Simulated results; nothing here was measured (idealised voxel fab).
process module | voxel wiring stack
cross-section cut | 240 nm wide | cells 5 nm
A cross-section is a grid of square cells, given in bands from the top down. A band is one or more rows of cells.
Each band's line starts with the height of the band's top and of its bottom, in nm. Then come its materials from left to right, each with its width in nm. One material with "throughout" fills the band from edge to edge. "air" is empty space.
Height 0 is the level under which the wafer as received is all one material. The lowest band goes on downwards, as in "0 down".
A width such as "30 to 40" changes by the same amount from each row of cells to the next, from the band's top row to its bottom row.
"no change" after a step means that no cell of the cross-section changed.
closed voids: empty space of 8 cells or more with no open way to the top, each as width x height at its distance from the left edge, in nm
after a step's settings: what the simulator itself notes on the step
overlay nm, on a step with a mask: how far to the right of its planned place the mask lay; to the left if negative
plan
1 op RECEIVE | material Si
2 op CONFORMAL_DEP | material SiO2 | thk nm 10
3 op DIRECTIONAL_DEP | material TiN | thk nm 5
4 op DIRECTIONAL_DEP | material Ru | thk nm 25
5 op MASKED_ETCH | tone cover | mask id METAL_1 | width nm 20 | pitch nm 50 | etch materials Ru | depth nm 25 | overlay nm 0
6 op MASKED_ETCH | tone cover | mask id METAL_1 | width nm 20 | pitch nm 50 | etch materials TiN | depth nm 5 | overlay nm 0
7 op CONFORMAL_DEP | material SiCN | thk nm 5
8 op FILL_DEP | material lowk | thk nm 10
9 op CMP | height nm 40
10 op CONFORMAL_DEP | material SiCN | thk nm 5
11 op DIRECTIONAL_DEP | material lowk | thk nm 15
12 op DIRECTIONAL_DEP | material aC | thk nm 15
13 op PATTERN | tone open | mask id PLUG_1 | material resist | width nm 15 | pitch nm 50 | thk nm 30 | overlay nm 0
14 op DIRECTIONAL_ETCH | etch materials aC | depth nm 15
15 op STRIP | etch materials resist
16 op DIRECTIONAL_ETCH | etch materials lowk | depth nm 15
17 op DIRECTIONAL_ETCH | etch materials SiCN | depth nm 5
18 op STRIP | etch materials aC
19 op EPI | material Ru | thk nm 10
20 op EPI | material Ru | thk nm 10
21 op CONFORMAL_DEP | material SiN | thk nm 5
22 op DIRECTIONAL_DEP | material SiO2 | thk nm 25
23 op PATTERN | tone open | mask id METAL_2 | material resist | width nm 20 | pitch nm 50 | thk nm 15 | overlay nm 0
24 op DIRECTIONAL_ETCH | etch materials SiO2 | depth nm 25
25 op DIRECTIONAL_ETCH | etch materials SiN | depth nm 5
26 op STRIP | etch materials resist
27 op CONFORMAL_DEP | material TiN | thk nm 5
28 op FILL_DEP | material Ru | thk nm 10
29 op CMP | height nm 90
30 op CONFORMAL_DEP | material SiCN | thk nm 5
31 op DIRECTIONAL_DEP | material lowk | thk nm 30
32 op MASKED_ETCH | tone open | mask id METAL_3 | width nm 20 | pitch nm 50 | etch materials lowk | depth nm 15 | overlay nm 0
33 op PATTERN | tone open | mask id METAL_3_HOLES | material resist | width nm 15 | pitch nm 100 | thk nm 20 | overlay nm -15
34 op DIRECTIONAL_ETCH | etch materials lowk | depth nm 15
35 op DIRECTIONAL_ETCH | etch materials SiCN | depth nm 5
36 op STRIP | etch materials resist
37 op CONFORMAL_DEP | material TiN | thk nm 5
38 op FILL_DEP | material Ru | thk nm 10
39 op CMP | height nm 125
40 op CONFORMAL_DEP | material SiCN | thk nm 5
41 op DIRECTIONAL_DEP | material SiO2 | thk nm 30
42 op DIRECTIONAL_DEP | material aC | thk nm 10
43 op PATTERN | tone open | mask id METAL_4 | material resist | width nm 20 | pitch nm 50 | thk nm 30 | overlay nm 0
44 op DIRECTIONAL_ETCH | etch materials aC | depth nm 10
45 op STRIP | etch materials resist
46 op DIRECTIONAL_ETCH | etch materials SiO2 | depth nm 15
47 op STRIP | etch materials aC
48 op MASKED_ETCH | tone open | mask id METAL_4_HOLES | width nm 15 | pitch nm 100 | etch materials SiO2 | depth nm 15 | overlay nm 0
49 op MASKED_ETCH | tone open | mask id METAL_4_HOLES | width nm 15 | pitch nm 100 | etch materials SiCN | depth nm 5 | overlay nm 0
50 op CONFORMAL_DEP | material TiN | thk nm 5
51 op FILL_DEP | material Cu | thk nm 5
52 op CMP | height nm 160
53 op CONFORMAL_DEP | material SiCN | thk nm 5
varied across the wafers: overlay nm of step 33. The plan shows the first wafer's value. All wafers start alike
first wafer as received, after step 1
  0 down: Si throughout
  closed voids: none
first wafer at the end, after step 53
  165 to 160: SiCN throughout
  160 to 150: SiO2 60 | TiN 5 | Cu 10 | TiN 5 | SiO2 30 | TiN 5 | Cu 10 | TiN 5 | SiO2 30 | TiN 5 | Cu 10 | TiN 5 | SiO2 60
  150 to 145: SiO2 60 | TiN 5 | Cu 5 | TiN 10 | SiO2 30 | TiN 20 | SiO2 30 | TiN 5 | Cu 5 | TiN 10 | SiO2 60
  145 to 130: SiO2 60 | TiN 5 | Cu 5 | TiN 5 | SiO2 85 | TiN 5 | Cu 5 | TiN 5 | SiO2 65
  130 to 125: SiCN 60 | TiN 15 | SiCN 85 | TiN 15 | SiCN 65
  125 to 115: lowk 45 | TiN 5 | Ru 25 | TiN 5 | lowk 30 | TiN 5 | Ru 10 | TiN 5 | lowk 15 | TiN 5 | Ru 25 | TiN 5 | lowk 60
  115 to 110: lowk 45 | TiN 35 | lowk 30 | TiN 20 | lowk 15 | TiN 35 | lowk 60
  110 to 95: lowk throughout
  95 to 90: SiCN throughout
  90 to 65: SiO2 60 | TiN 5 | Ru 10 | TiN 5 | SiO2 30 | TiN 5 | Ru 10 | TiN 5 | SiO2 30 | TiN 5 | Ru 10 | TiN 5 | SiO2 60
  65 to 60: SiN 60 | TiN 20 | SiN 30 | TiN 20 | SiN 30 | TiN 20 | SiN 60
  60 to 45: lowk 60 | Ru 15 | lowk 35 | Ru 15 | lowk 35 | Ru 15 | lowk 65
  45 to 40: SiCN 60 | Ru 15 | SiCN 35 | Ru 15 | SiCN 35 | Ru 15 | SiCN 65
  40 to 15: lowk 55 | SiCN 5 | Ru 20 | SiCN 5 | lowk 20 | SiCN 5 | Ru 20 | SiCN 5 | lowk 20 | SiCN 5 | Ru 20 | SiCN 5 | lowk 55
  15 to 10: SiCN 60 | TiN 20 | SiCN 30 | TiN 20 | SiCN 30 | TiN 20 | SiCN 60
  10 to 0: SiO2 throughout
  0 down: Si throughout
  closed voids: none
last wafer at the end
  165 to 160: SiCN throughout
  160 to 150: SiO2 60 | TiN 5 | Cu 10 | TiN 5 | SiO2 30 | TiN 5 | Cu 10 | TiN 5 | SiO2 30 | TiN 5 | Cu 10 | TiN 5 | SiO2 60
  150 to 145: SiO2 60 | TiN 5 | Cu 5 | TiN 10 | SiO2 30 | TiN 20 | SiO2 30 | TiN 5 | Cu 5 | TiN 10 | SiO2 60
  145 to 130: SiO2 60 | TiN 5 | Cu 5 | TiN 5 | SiO2 85 | TiN 5 | Cu 5 | TiN 5 | SiO2 65
  130 to 125: SiCN 60 | TiN 15 | SiCN 85 | TiN 15 | SiCN 65
  125 to 115: lowk 60 | TiN 5 | Ru 20 | TiN 5 | lowk 20 | TiN 5 | Ru 10 | TiN 5 | lowk 30 | TiN 5 | Ru 20 | TiN 5 | lowk 50
  115 to 110: lowk 60 | TiN 30 | lowk 20 | TiN 20 | lowk 30 | TiN 30 | lowk 50
  110 to 95: lowk 75 | TiN 5 | lowk 95 | TiN 5 | lowk 60
  95 to 90: SiCN 75 | TiN 5 | SiCN 95 | TiN 5 | SiCN 60
  90 to 65: SiO2 60 | TiN 5 | Ru 10 | TiN 5 | SiO2 30 | TiN 5 | Ru 10 | TiN 5 | SiO2 30 | TiN 5 | Ru 10 | TiN 5 | SiO2 60
  65 to 60: SiN 60 | TiN 20 | SiN 30 | TiN 20 | SiN 30 | TiN 20 | SiN 60
  60 to 45: lowk 60 | Ru 15 | lowk 35 | Ru 15 | lowk 35 | Ru 15 | lowk 65
  45 to 40: SiCN 60 | Ru 15 | SiCN 35 | Ru 15 | SiCN 35 | Ru 15 | SiCN 65
  40 to 15: lowk 55 | SiCN 5 | Ru 20 | SiCN 5 | lowk 20 | SiCN 5 | Ru 20 | SiCN 5 | lowk 20 | SiCN 5 | Ru 20 | SiCN 5 | lowk 55
  15 to 10: SiCN 60 | TiN 20 | SiCN 30 | TiN 20 | SiCN 30 | TiN 20 | SiCN 60
  10 to 0: SiO2 throughout
  0 down: Si throughout
  closed voids: none
each wafer at the end: cells of each material gained (+) or lost (-) since it was received, then its closed voids
overlay nm -15 | +20 Cu | +150 Ru | +243 SiCN | +36 SiN | +510 SiO2 | +124 TiN | +501 lowk | closed voids: none
overlay nm -10 | +20 Cu | +146 Ru | +241 SiCN | +36 SiN | +510 SiO2 | +130 TiN | +501 lowk | closed voids: none
overlay nm -5 | +20 Cu | +142 Ru | +239 SiCN | +36 SiN | +510 SiO2 | +136 TiN | +501 lowk | closed voids: none
overlay nm 0 | +20 Cu | +146 Ru | +237 SiCN | +36 SiN | +510 SiO2 | +134 TiN | +501 lowk | closed voids: none
overlay nm 5 | +20 Cu | +146 Ru | +237 SiCN | +36 SiN | +510 SiO2 | +134 TiN | +501 lowk | closed voids: none
overlay nm 10 | +20 Cu | +142 Ru | +239 SiCN | +36 SiN | +510 SiO2 | +136 TiN | +501 lowk | closed voids: none
overlay nm 15 | +20 Cu | +146 Ru | +241 SiCN | +36 SiN | +510 SiO2 | +130 TiN | +501 lowk | closed voids: none
